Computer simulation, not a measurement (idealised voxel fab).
process module | voxel self aligned vias
cross-section cut | 155 nm wide | cells 5 nm
A cross-section is a grid of square cells, given in bands from the top down. A band is one or more rows of cells.
Each band's line starts with the height of the band's top and of its bottom, in nm. Then come its materials from left to right, each with its width in nm. One material with "throughout" fills the band from edge to edge. "air" is empty space.
Height 0 is the level under which the wafer as received is all one material. The lowest band goes on downwards, as in "0 down".
A width such as "30 to 40" changes by the same amount from each row of cells to the next, from the band's top row to its bottom row.
"no change" after a step means that no cell of the cross-section changed.
closed voids: empty space of 8 cells or more with no open way to the top, each as width x height at its distance from the left edge, in nm
after a step's settings: what the simulator itself notes on the step
overlay nm, on a step with a mask: how far to the right of its planned place the mask lay; to the left if negative
plan
1 op RECEIVE | material Si
2 op CONFORMAL_DEP | material SiO2 | thk nm 15
3 op CONFORMAL_DEP | material SiCN | thk nm 5
4 op DIRECTIONAL_DEP | material SiO2 | thk nm 20
5 op DIRECTIONAL_DEP | material aC | thk nm 15
6 op PATTERN | tone open | mask id LINES | material resist | width nm 20 | pitch nm 70 | thk nm 30 | overlay nm 0
7 op DIRECTIONAL_ETCH | etch materials aC | depth nm 15
8 op STRIP | etch materials resist
9 op DIRECTIONAL_ETCH | etch materials SiO2 | depth nm 20
10 op STRIP | etch materials aC
11 op CONFORMAL_DEP | material TiN | thk nm 5
12 op FILL_DEP | material W | thk nm 10
13 op CMP | height nm 40
14 op SELECTIVE_ETCH | etch materials W Ru TiN | depth nm 5
15 op FILL_DEP | material SiN | thk nm 10
16 op CMP | height nm 40
17 op DIRECTIONAL_DEP | material SiO2 | thk nm 20
18 op DIRECTIONAL_DEP | material aC | thk nm 10
19 op PATTERN | tone open | mask id VIAS | material resist | width nm 40 | thk nm 30 | overlay nm 0
20 op DIRECTIONAL_ETCH | etch materials aC | depth nm 10
21 op STRIP | etch materials resist
22 op DIRECTIONAL_ETCH | etch materials SiO2 | depth nm 20
23 op DIRECTIONAL_ETCH | etch materials SiN | depth nm 5
24 op STRIP | etch materials aC
25 op CONFORMAL_DEP | material TiN | thk nm 5
26 op FILL_DEP | material Cu | thk nm 5
27 op CMP | height nm 60
28 op CONFORMAL_DEP | material SiN | thk nm 5
as received, after step 1
  0 down: Si throughout
  closed voids: none
first wafer at the end, as planned
  65 to 60: SiN throughout
  60 to 45: SiO2 20 | TiN 5 | Cu 30 | TiN 5 | SiO2 95
  45 to 40: SiO2 20 | TiN 15 | Cu 10 | TiN 15 | SiO2 95
  40 to 35: SiO2 30 | TiN 20 | SiO2 50 | SiN 20 | SiO2 35
  35 to 25: SiO2 30 | TiN 5 | W 10 | TiN 5 | SiO2 50 | TiN 5 | W 10 | TiN 5 | SiO2 35
  25 to 20: SiO2 30 | TiN 20 | SiO2 50 | TiN 20 | SiO2 35
  20 to 15: SiCN throughout
  15 to 0: SiO2 throughout
  0 down: Si throughout
  closed voids: none
second wafer at the end: like start, like plan, one mistake
  65 to 60: SiN throughout
  60 to 45: SiO2 20 | TiN 5 | Cu 30 | TiN 5 | SiO2 95
  45 to 40: SiO2 20 | TiN 15 | Cu 10 | TiN 15 | SiO2 95
  40 to 35: SiO2 30 | TiN 20 | SiO2 50 | SiN 20 | SiO2 35
  35 to 30: SiCN throughout
  30 to 0: SiO2 throughout
  0 down: Si throughout
  closed voids: none
what went wrong: step 2 was run twice
at the end the second wafer has, in cells: 24 more of SiO2 | 16 fewer of TiN | 8 fewer of W
